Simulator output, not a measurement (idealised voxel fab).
Process module name: voxel wiring stack
The cross-section on display is named cut; it measures 185 nm wide, and its cells are 5 nm squares.
In what follows, cross-sections appear as grids of square cells, described through bands that run from the top down, where every band is one or more rows of cells.
Quick guide to a band line: top height, bottom height (nm) up front; then every material left to right with its width in nm. Only one material and it's marked "edge to edge"? Then it fills the band edge to edge. And "air" just means empty space.
The level at which height equals 0 is the one under which the wafer, as it arrives, is entirely one material. No lower edge exists for the bottom band, which continues downward and is notated as in "0 and below".
It should be noted that a width expressed as "30 to 40" varies in equal increments from row to row of cells within the band, taking the value of the first number at the top row and that of the second number at the bottom row.
Given "all unchanged" for a step, no cell of the cross-section differs between before and after that step.
Enclosed voids (no open way to top), threshold 8 cells or more, entry "Closed voids list", notation width x height at distance, distance from left edge, nm.
Heads up: the bit after the settings on a step's line is the simulator's remark on that step.
overlay nm: how far to the right of its planned place the mask lay on this masked step (negative: to the left).

BELOW IS THE LIST OF PLANNED PROCESS STEPS
step 1: RECEIVE (material Si)
step 2: CONFORMAL_DEP (material SiO2; thk nm 10)
step 3: CONFORMAL_DEP (material SiCN; thk nm 5)
step 4: DIRECTIONAL_DEP (material SiO2; thk nm 20)
step 5: DIRECTIONAL_DEP (material aC; thk nm 15)
step 6: PATTERN (tone open; mask id METAL_1; material resist; width nm 30; pitch nm 50; thk nm 35; overlay nm 0)
step 7: DIRECTIONAL_ETCH (etch materials aC; depth nm 15)
step 8: STRIP (etch materials resist)
step 9: DIRECTIONAL_ETCH (etch materials SiO2; depth nm 20)
step 10: DIRECTIONAL_ETCH (etch materials SiCN; depth nm 5)
step 11: STRIP (etch materials aC)
step 12: CONFORMAL_DEP (material TiN; thk nm 5)
step 13: FILL_DEP (material Ru; thk nm 5)
step 14: CMP (height nm 35)
step 15: CONFORMAL_DEP (material SiCN; thk nm 5)
step 16: DIRECTIONAL_DEP (material lowk; thk nm 35)
step 17: PATTERN (tone open; mask id METAL_2; material resist; width nm 30; pitch nm 50; thk nm 20; overlay nm 0)
step 18: DIRECTIONAL_ETCH (etch materials lowk; depth nm 20)
step 19: STRIP (etch materials resist)
step 20: PATTERN (tone open; mask id METAL_2_HOLES; material resist; width nm 15; pitch nm 50; thk nm 15; overlay nm 0)
step 21: DIRECTIONAL_ETCH (etch materials lowk; depth nm 15)
step 22: DIRECTIONAL_ETCH (etch materials SiCN; depth nm 5)
step 23: STRIP (etch materials resist)
step 24: CONFORMAL_DEP (material TiN; thk nm 5)
step 25: FILL_DEP (material Cu; thk nm 5)
step 26: CMP (height nm 75)
step 27: CONFORMAL_DEP (material SiN; thk nm 5)

THE FIRST WAFER OF TWO, PROCESSED AS PLANNED

INCOMING WAFER, CROSS-SECTIONAL VIEW, POST STEP 1
  0 and below = Si edge to edge
  Closed voids list: none

THE WAFER IN CROSS-SECTION ONCE STEP 2 IS COMPLETE
  10 down to 0 = SiO2 edge to edge
  Whatever lies below 0 is exactly as it was before.

THE WAFER IN CROSS-SECTION ONCE STEP 3 IS COMPLETE
  15 down to 10 = SiCN edge to edge
  Whatever lies below 10 is exactly as it was before.

THE WAFER IN CROSS-SECTION ONCE STEP 4 IS COMPLETE
  35 down to 15 = SiO2 edge to edge
  Whatever lies below 15 is exactly as it was before.

THE WAFER IN CROSS-SECTION ONCE STEP 5 IS COMPLETE
  50 down to 35 = aC edge to edge
  Whatever lies below 35 is exactly as it was before.

THE WAFER IN CROSS-SECTION ONCE STEP 6 IS COMPLETE
  85 down to 50 = 50 of resist; 30 of air; 20 of resist; 30 of air; 55 of resist
  Whatever lies below 50 is exactly as it was before.

THE WAFER IN CROSS-SECTION ONCE STEP 7 IS COMPLETE
  70 down to 50 = 50 of resist; 30 of air; 20 of resist; 30 of air; 55 of resist
  50 down to 35 = 50 of aC; 30 of air; 20 of aC; 30 of air; 55 of aC
  Whatever lies below 35 is exactly as it was before.

THE WAFER IN CROSS-SECTION ONCE STEP 8 IS COMPLETE
  50 down to 35 = 50 of aC; 30 of air; 20 of aC; 30 of air; 55 of aC
  Whatever lies below 35 is exactly as it was before.

THE WAFER IN CROSS-SECTION ONCE STEP 9 IS COMPLETE
  50 down to 35 = 50 of aC; 30 of air; 20 of aC; 30 of air; 55 of aC
  35 down to 15 = 50 of SiO2; 30 of air; 20 of SiO2; 30 of air; 55 of SiO2
  Whatever lies below 15 is exactly as it was before.

THE WAFER IN CROSS-SECTION ONCE STEP 10 IS COMPLETE
  50 down to 35 = 50 of aC; 30 of air; 20 of aC; 30 of air; 55 of aC
  35 down to 15 = 50 of SiO2; 30 of air; 20 of SiO2; 30 of air; 55 of SiO2
  15 down to 10 = 50 of SiCN; 30 of air; 20 of SiCN; 30 of air; 55 of SiCN
  Whatever lies below 10 is exactly as it was before.

THE WAFER IN CROSS-SECTION ONCE STEP 11 IS COMPLETE
  35 down to 15 = 50 of SiO2; 30 of air; 20 of SiO2; 30 of air; 55 of SiO2
  Whatever lies below 15 is exactly as it was before.

THE WAFER IN CROSS-SECTION ONCE STEP 12 IS COMPLETE
  40 down to 35 = 55 of TiN; 20 of air; 30 of TiN; 20 of air; 60 of TiN
  35 down to 15 = 50 of SiO2; 5 of TiN; 20 of air; 5 of TiN; 20 of SiO2; 5 of TiN; 20 of air; 5 of TiN; 55 of SiO2
  15 down to 10 = 50 of SiCN; 30 of TiN; 20 of SiCN; 30 of TiN; 55 of SiCN
  Whatever lies below 10 is exactly as it was before.

THE WAFER IN CROSS-SECTION ONCE STEP 13 IS COMPLETE
  45 down to 40 = Ru edge to edge
  40 down to 35 = 55 of TiN; 20 of Ru; 30 of TiN; 20 of Ru; 60 of TiN
  35 down to 15 = 50 of SiO2; 5 of TiN; 20 of Ru; 5 of TiN; 20 of SiO2; 5 of TiN; 20 of Ru; 5 of TiN; 55 of SiO2
  Whatever lies below 15 is exactly as it was before.

THE WAFER IN CROSS-SECTION ONCE STEP 14 IS COMPLETE
  35 down to 15 = 50 of SiO2; 5 of TiN; 20 of Ru; 5 of TiN; 20 of SiO2; 5 of TiN; 20 of Ru; 5 of TiN; 55 of SiO2
  Whatever lies below 15 is exactly as it was before.

THE WAFER IN CROSS-SECTION ONCE STEP 15 IS COMPLETE
  40 down to 35 = SiCN edge to edge
  Whatever lies below 35 is exactly as it was before.

THE WAFER IN CROSS-SECTION ONCE STEP 16 IS COMPLETE
  75 down to 40 = lowk edge to edge
  Whatever lies below 40 is exactly as it was before.

THE WAFER IN CROSS-SECTION ONCE STEP 17 IS COMPLETE
  95 down to 75 = 50 of resist; 30 of air; 20 of resist; 30 of air; 55 of resist
  Whatever lies below 75 is exactly as it was before.

THE WAFER IN CROSS-SECTION ONCE STEP 18 IS COMPLETE
  95 down to 75 = 50 of resist; 30 of air; 20 of resist; 30 of air; 55 of resist
  75 down to 55 = 50 of lowk; 30 of air; 20 of lowk; 30 of air; 55 of lowk
  Whatever lies below 55 is exactly as it was before.

THE WAFER IN CROSS-SECTION ONCE STEP 19 IS COMPLETE
  75 down to 55 = 50 of lowk; 30 of air; 20 of lowk; 30 of air; 55 of lowk
  Whatever lies below 55 is exactly as it was before.

THE WAFER IN CROSS-SECTION ONCE STEP 20 IS COMPLETE
  90 down to 75 = 50 of resist; 15 of air; 35 of resist; 15 of air; 70 of resist
  75 down to 55 = 50 of lowk; 15 of air; 15 of resist; 20 of lowk; 15 of air; 15 of resist; 55 of lowk
  Whatever lies below 55 is exactly as it was before.

THE WAFER IN CROSS-SECTION ONCE STEP 21 IS COMPLETE
  90 down to 75 = 50 of resist; 15 of air; 35 of resist; 15 of air; 70 of resist
  75 down to 55 = 50 of lowk; 15 of air; 15 of resist; 20 of lowk; 15 of air; 15 of resist; 55 of lowk
  55 down to 40 = 50 of lowk; 15 of air; 35 of lowk; 15 of air; 70 of lowk
  Whatever lies below 40 is exactly as it was before.

THE WAFER IN CROSS-SECTION ONCE STEP 22 IS COMPLETE
  90 down to 75 = 50 of resist; 15 of air; 35 of resist; 15 of air; 70 of resist
  75 down to 55 = 50 of lowk; 15 of air; 15 of resist; 20 of lowk; 15 of air; 15 of resist; 55 of lowk
  55 down to 40 = 50 of lowk; 15 of air; 35 of lowk; 15 of air; 70 of lowk
  40 down to 35 = 50 of SiCN; 15 of air; 35 of SiCN; 15 of air; 70 of SiCN
  Whatever lies below 35 is exactly as it was before.

THE WAFER IN CROSS-SECTION ONCE STEP 23 IS COMPLETE
  75 down to 55 = 50 of lowk; 30 of air; 20 of lowk; 30 of air; 55 of lowk
  Whatever lies below 55 is exactly as it was before.

THE WAFER IN CROSS-SECTION ONCE STEP 24 IS COMPLETE
  80 down to 75 = 55 of TiN; 20 of air; 30 of TiN; 20 of air; 60 of TiN
  75 down to 60 = 50 of lowk; 5 of TiN; 20 of air; 5 of TiN; 20 of lowk; 5 of TiN; 20 of air; 5 of TiN; 55 of lowk
  60 down to 55 = 50 of lowk; 5 of TiN; 5 of air; 20 of TiN; 20 of lowk; 5 of TiN; 5 of air; 20 of TiN; 55 of lowk
  55 down to 40 = 50 of lowk; 5 of TiN; 5 of air; 5 of TiN; 35 of lowk; 5 of TiN; 5 of air; 5 of TiN; 70 of lowk
  40 down to 35 = 50 of SiCN; 15 of TiN; 35 of SiCN; 15 of TiN; 70 of SiCN
  Whatever lies below 35 is exactly as it was before.

THE WAFER IN CROSS-SECTION ONCE STEP 25 IS COMPLETE
  85 down to 80 = Cu edge to edge
  80 down to 75 = 55 of TiN; 20 of Cu; 30 of TiN; 20 of Cu; 60 of TiN
  75 down to 60 = 50 of lowk; 5 of TiN; 20 of Cu; 5 of TiN; 20 of lowk; 5 of TiN; 20 of Cu; 5 of TiN; 55 of lowk
  60 down to 55 = 50 of lowk; 5 of TiN; 5 of Cu; 20 of TiN; 20 of lowk; 5 of TiN; 5 of Cu; 20 of TiN; 55 of lowk
  55 down to 40 = 50 of lowk; 5 of TiN; 5 of Cu; 5 of TiN; 35 of lowk; 5 of TiN; 5 of Cu; 5 of TiN; 70 of lowk
  Whatever lies below 40 is exactly as it was before.

THE WAFER IN CROSS-SECTION ONCE STEP 26 IS COMPLETE
  75 down to 60 = 50 of lowk; 5 of TiN; 20 of Cu; 5 of TiN; 20 of lowk; 5 of TiN; 20 of Cu; 5 of TiN; 55 of lowk
  Whatever lies below 60 is exactly as it was before.

THE WAFER IN CROSS-SECTION ONCE STEP 27 IS COMPLETE
  80 down to 75 = SiN edge to edge
  Whatever lies below 75 is exactly as it was before.

WAFER TWO. IDENTICAL START, IDENTICAL PLAN. ONE MISTAKE IN EXECUTION. IDENTICAL HISTORY THROUGH STEP 2

Planned end of step 3: second wafer, cross-section: all unchanged

PLANNED END OF STEP 4: SECOND WAFER, CROSS-SECTION
  30 down to 0 = SiO2 edge to edge
  Whatever lies below 0 is exactly as it was before.

PLANNED END OF STEP 5: SECOND WAFER, CROSS-SECTION
  45 down to 30 = aC edge to edge
  Whatever lies below 30 is exactly as it was before.

PLANNED END OF STEP 6: SECOND WAFER, CROSS-SECTION
  80 down to 45 = 50 of resist; 30 of air; 20 of resist; 30 of air; 55 of resist
  Whatever lies below 45 is exactly as it was before.

PLANNED END OF STEP 7: SECOND WAFER, CROSS-SECTION
  65 down to 45 = 50 of resist; 30 of air; 20 of resist; 30 of air; 55 of resist
  45 down to 30 = 50 of aC; 30 of air; 20 of aC; 30 of air; 55 of aC
  Whatever lies below 30 is exactly as it was before.

PLANNED END OF STEP 8: SECOND WAFER, CROSS-SECTION
  45 down to 30 = 50 of aC; 30 of air; 20 of aC; 30 of air; 55 of aC
  Whatever lies below 30 is exactly as it was before.

PLANNED END OF STEP 9: SECOND WAFER, CROSS-SECTION
  45 down to 30 = 50 of aC; 30 of air; 20 of aC; 30 of air; 55 of aC
  30 down to 10 = 50 of SiO2; 30 of air; 20 of SiO2; 30 of air; 55 of SiO2
  Whatever lies below 10 is exactly as it was before.

Planned end of step 10: second wafer, cross-section: all unchanged

PLANNED END OF STEP 11: SECOND WAFER, CROSS-SECTION
  30 down to 10 = 50 of SiO2; 30 of air; 20 of SiO2; 30 of air; 55 of SiO2
  Whatever lies below 10 is exactly as it was before.

PLANNED END OF STEP 12: SECOND WAFER, CROSS-SECTION
  35 down to 30 = 55 of TiN; 20 of air; 30 of TiN; 20 of air; 60 of TiN
  30 down to 15 = 50 of SiO2; 5 of TiN; 20 of air; 5 of TiN; 20 of SiO2; 5 of TiN; 20 of air; 5 of TiN; 55 of SiO2
  15 down to 10 = 50 of SiO2; 30 of TiN; 20 of SiO2; 30 of TiN; 55 of SiO2
  Whatever lies below 10 is exactly as it was before.

PLANNED END OF STEP 13: SECOND WAFER, CROSS-SECTION
  40 down to 35 = Ru edge to edge
  35 down to 30 = 55 of TiN; 20 of Ru; 30 of TiN; 20 of Ru; 60 of TiN
  30 down to 15 = 50 of SiO2; 5 of TiN; 20 of Ru; 5 of TiN; 20 of SiO2; 5 of TiN; 20 of Ru; 5 of TiN; 55 of SiO2
  Whatever lies below 15 is exactly as it was before.

PLANNED END OF STEP 14: SECOND WAFER, CROSS-SECTION
  35 down to 30 = 55 of TiN; 20 of Ru; 30 of TiN; 20 of Ru; 60 of TiN
  Whatever lies below 30 is exactly as it was before.

PLANNED END OF STEP 15: SECOND WAFER, CROSS-SECTION
  40 down to 35 = SiCN edge to edge
  Whatever lies below 35 is exactly as it was before.

PLANNED END OF STEP 16: SECOND WAFER, CROSS-SECTION
  75 down to 40 = lowk edge to edge
  Whatever lies below 40 is exactly as it was before.

PLANNED END OF STEP 17: SECOND WAFER, CROSS-SECTION
  95 down to 75 = 50 of resist; 30 of air; 20 of resist; 30 of air; 55 of resist
  Whatever lies below 75 is exactly as it was before.

PLANNED END OF STEP 18: SECOND WAFER, CROSS-SECTION
  95 down to 75 = 50 of resist; 30 of air; 20 of resist; 30 of air; 55 of resist
  75 down to 55 = 50 of lowk; 30 of air; 20 of lowk; 30 of air; 55 of lowk
  Whatever lies below 55 is exactly as it was before.

PLANNED END OF STEP 19: SECOND WAFER, CROSS-SECTION
  75 down to 55 = 50 of lowk; 30 of air; 20 of lowk; 30 of air; 55 of lowk
  Whatever lies below 55 is exactly as it was before.

PLANNED END OF STEP 20: SECOND WAFER, CROSS-SECTION
  90 down to 75 = 50 of resist; 15 of air; 35 of resist; 15 of air; 70 of resist
  75 down to 55 = 50 of lowk; 15 of air; 15 of resist; 20 of lowk; 15 of air; 15 of resist; 55 of lowk
  Whatever lies below 55 is exactly as it was before.

PLANNED END OF STEP 21: SECOND WAFER, CROSS-SECTION
  90 down to 75 = 50 of resist; 15 of air; 35 of resist; 15 of air; 70 of resist
  75 down to 55 = 50 of lowk; 15 of air; 15 of resist; 20 of lowk; 15 of air; 15 of resist; 55 of lowk
  55 down to 40 = 50 of lowk; 15 of air; 35 of lowk; 15 of air; 70 of lowk
  Whatever lies below 40 is exactly as it was before.

PLANNED END OF STEP 22: SECOND WAFER, CROSS-SECTION
  90 down to 75 = 50 of resist; 15 of air; 35 of resist; 15 of air; 70 of resist
  75 down to 55 = 50 of lowk; 15 of air; 15 of resist; 20 of lowk; 15 of air; 15 of resist; 55 of lowk
  55 down to 40 = 50 of lowk; 15 of air; 35 of lowk; 15 of air; 70 of lowk
  40 down to 35 = 50 of SiCN; 15 of air; 35 of SiCN; 15 of air; 70 of SiCN
  Whatever lies below 35 is exactly as it was before.

PLANNED END OF STEP 23: SECOND WAFER, CROSS-SECTION
  75 down to 55 = 50 of lowk; 30 of air; 20 of lowk; 30 of air; 55 of lowk
  Whatever lies below 55 is exactly as it was before.

PLANNED END OF STEP 24: SECOND WAFER, CROSS-SECTION
  80 down to 75 = 55 of TiN; 20 of air; 30 of TiN; 20 of air; 60 of TiN
  75 down to 60 = 50 of lowk; 5 of TiN; 20 of air; 5 of TiN; 20 of lowk; 5 of TiN; 20 of air; 5 of TiN; 55 of lowk
  60 down to 55 = 50 of lowk; 5 of TiN; 5 of air; 20 of TiN; 20 of lowk; 5 of TiN; 5 of air; 20 of TiN; 55 of lowk
  55 down to 40 = 50 of lowk; 5 of TiN; 5 of air; 5 of TiN; 35 of lowk; 5 of TiN; 5 of air; 5 of TiN; 70 of lowk
  40 down to 35 = 50 of SiCN; 15 of TiN; 35 of SiCN; 15 of TiN; 70 of SiCN
  Whatever lies below 35 is exactly as it was before.

PLANNED END OF STEP 25: SECOND WAFER, CROSS-SECTION
  85 down to 80 = Cu edge to edge
  80 down to 75 = 55 of TiN; 20 of Cu; 30 of TiN; 20 of Cu; 60 of TiN
  75 down to 60 = 50 of lowk; 5 of TiN; 20 of Cu; 5 of TiN; 20 of lowk; 5 of TiN; 20 of Cu; 5 of TiN; 55 of lowk
  60 down to 55 = 50 of lowk; 5 of TiN; 5 of Cu; 20 of TiN; 20 of lowk; 5 of TiN; 5 of Cu; 20 of TiN; 55 of lowk
  55 down to 40 = 50 of lowk; 5 of TiN; 5 of Cu; 5 of TiN; 35 of lowk; 5 of TiN; 5 of Cu; 5 of TiN; 70 of lowk
  Whatever lies below 40 is exactly as it was before.

PLANNED END OF STEP 26: SECOND WAFER, CROSS-SECTION
  75 down to 60 = 50 of lowk; 5 of TiN; 20 of Cu; 5 of TiN; 20 of lowk; 5 of TiN; 20 of Cu; 5 of TiN; 55 of lowk
  Whatever lies below 60 is exactly as it was before.

PLANNED END OF STEP 27: SECOND WAFER, CROSS-SECTION
  80 down to 75 = SiN edge to edge
  Whatever lies below 75 is exactly as it was before.
Misprocessing identified: plan step 3: skipped, not run
Upon completion, the second wafer contains, in terms of cells, a greater or smaller amount of certain materials than the first wafer: SiCN: 25 fewer; TiN: 25 more
